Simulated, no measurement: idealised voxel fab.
Process module name: voxel plated lines
Xsec cut, 270 nm wide, square cell size 5 nm.
Cross-section, as written here: a square-cell grid given band by band from the top down, where a band holds one or more rows of cells.
Heights first: top, then bottom, in nm. Then materials, left to right, each with a width in nm. "throughout" on a single material: fills the band edge to edge. "blank": empty space.
The reference from which all heights are counted is 0, the level beneath which the as-received wafer is entirely one material; the lowest band, having no lower bound, proceeds downward and is written after the example "0 down".
A width given as "30..40" starts at the first number in the band's top row and ends at the second number in its bottom row, shifting by an equal amount at every step from row to row.
Step marked "no modifications"? Then no cell in the cross-section changed in it.
So "Closed void inventory" is basically the list of trapped voids: any empty space of 8 cells or more that can't reach the top through an opening. They're written width x height at distance, the distance being from the left edge, and it's all nm.
Read whatever lies past the settings on a step's line as the simulator's own remark about the step.
overlay nm: where the mask lay relative to plan, measured to the right, on steps with a mask; negatives go left.

PLANNED PROCESS STEPS
| 1 | RECEIVE, material Si |
| 2 | CONFORMAL_DEP, material Al2O3, thk nm 15 |
| 3 | DIRECTIONAL_DEP, material TiN, thk nm 5 |
| 4 | PATTERN, tone open, mask id LINES, material resist, width nm 15, pitch nm 35, thk nm 30, overlay nm 0 |
| 5 | EPI, material Ru, thk nm 10 |
| 6 | EPI, material Ru, thk nm 5 |
| 7 | STRIP, etch materials resist |
| 8 | DIRECTIONAL_ETCH, etch materials TiN, depth nm 5 |
| 9 | CONFORMAL_DEP, material SiO2, thk nm 5 |

THIS IS THE CROSS-SECTION OF THE WAFER AS WE RECEIVED IT, I.E. AFTER STEP 1
- 0 down: Si throughout
- Closed void inventory: none

MODULE COMPLETE - CROSS-SECTION OF THE FIRST OF TWO WAFERS, RUN ACCORDING TO PLAN
- 40 to 35: blank (105), SiO2 (25), blank (10), SiO2 (25), blank (105)
- 35 to 20: blank (105), SiO2 (5), Ru (15), SiO2 (5), blank (10), SiO2 (5), Ru (15), SiO2 (5), blank (105)
- 20 to 15: SiO2 (110), TiN (15), SiO2 (20), TiN (15), SiO2 (110)
- 15 to 0: Al2O3 throughout
- 0 down: Si throughout
- Closed void inventory: none

CROSS-SECTIONAL IMAGE OF THE SECOND WAFER OF THE TWO FOLLOWING COMPLETION OF THE MODULE. STARTING STATE AND PROCESS PLAN WERE THE SAME AS FOR THE FIRST WAFER; ONE EXECUTION ERROR OCCURRED
- 40 to 35: blank (105), SiO2 (30), blank (5), SiO2 (30), blank (100)
- 35 to 20: blank (105), SiO2 (5), Ru (20), SiO2 (5), blank (5), SiO2 (5), Ru (20), SiO2 (5), blank (100)
- 20 to 15: SiO2 (110), TiN (20), SiO2 (15), TiN (20), SiO2 (105)
- 15 to 0: Al2O3 throughout
- 0 down: Si throughout
- Closed void inventory: none
What broke from the plan during processing? not per plan at step 4, really ran PATTERN, tone open, mask id LINES, material resist, width nm 20, pitch nm 35, thk nm 30, overlay nm 0
Final cells, second wafer relative to first, materials higher or lower: +6 Ru; +2 TiN
